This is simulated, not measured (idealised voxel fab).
Process module in this document: voxel plated lines
Section shown: cut. Width: 185 nm. Cell size: 5 nm, square.
Cross-section layout: square cells on a grid; listed as bands, top to bottom; a band spans one or more cell rows.
Within each band entry, the heights of the top and of the bottom of the band appear first, in that order and in nm; the materials of the band then follow from left to right, each with its corresponding width in nm. The designation "all across" on a single material indicates that it fills the band from edge to edge; the designation "air" indicates empty space.
All heights in this document are referenced to 0, defined as the level beneath which the wafer, as received, consists entirely of one material. The lowest band is not bounded below; it extends indefinitely downward and is written in the form "0 -> down".
So if you see something like "30..40" for the width, read it as the top row of the band sitting at the first number and the bottom row at the second, with every row in between moving by the same amount as the last.
Take "nothing altered" at face value: in the step it is given for, the cross-section changed in none of its cells.
The label "Internal closed voids" introduces a list of the empty spaces, 8 cells or larger, that have no open way up to the top; each entry in it reads width x height at distance, where the distance is taken from the left edge and all three are stated in nm.
Formally, on a step line, whatever follows the settings is a remark that the simulator itself makes on the step.
overlay nm: right-of-plan distance of the mask on a masked step; negative values mean left-of-plan.
# Below is the list of planned process steps
1: op RECEIVE | material Si
2: op CONFORMAL_DEP | material Al2O3 | thk nm 15
3: op DIRECTIONAL_DEP | material TiN | thk nm 5
4: op PATTERN | tone open | mask id LINES | material resist | width nm 25 | pitch nm 55 | thk nm 30 | overlay nm 0
5: op EPI | material Ru | thk nm 5
6: op EPI | material Ru | thk nm 10
7: op STRIP | etch materials resist
8: op DIRECTIONAL_ETCH | etch materials TiN | depth nm 5
9: op CONFORMAL_DEP | material SiN | thk nm 10
# Wafer as received: cross-section following step 1
0 -> down | Si all across
Internal closed voids: none
# Looking at the first of two wafers in cross-section at end of module - ran to plan
45 -> 35 | air 40, SiN 45, air 10, SiN 45, air 45
35 -> 25 | air 40, SiN 10, Ru 25, SiN 10, air 10, SiN 10, Ru 25, SiN 10, air 45
25 -> 20 | SiN 50, Ru 25, SiN 30, Ru 25, SiN 55
20 -> 15 | SiN 50, TiN 25, SiN 30, TiN 25, SiN 55
15 -> 0 | Al2O3 all across
0 -> down | Si all across
Internal closed voids: none
# Second wafer through the module, sectioned at the end: same beginning and same plan as the first wafer, with one mistake in carrying it out
45 -> 35 | air 35, SiN 110, air 40
35 -> 25 | air 35, SiN 10, Ru 35, SiN 20, Ru 35, SiN 10, air 40
25 -> 20 | SiN 45, Ru 35, SiN 20, Ru 35, SiN 50
20 -> 15 | SiN 45, TiN 35, SiN 20, TiN 35, SiN 50
15 -> 0 | Al2O3 all across
0 -> down | Si all across
Internal closed voids: none
Finding, execution versus plan: step 4 deviated from plan and actually ran as op PATTERN | tone open | mask id LINES | material resist | width nm 35 | pitch nm 55 | thk nm 30 | overlay nm 0
Cell-count delta at end, second wafer over first, by material: Ru: 12 more | TiN: 4 more
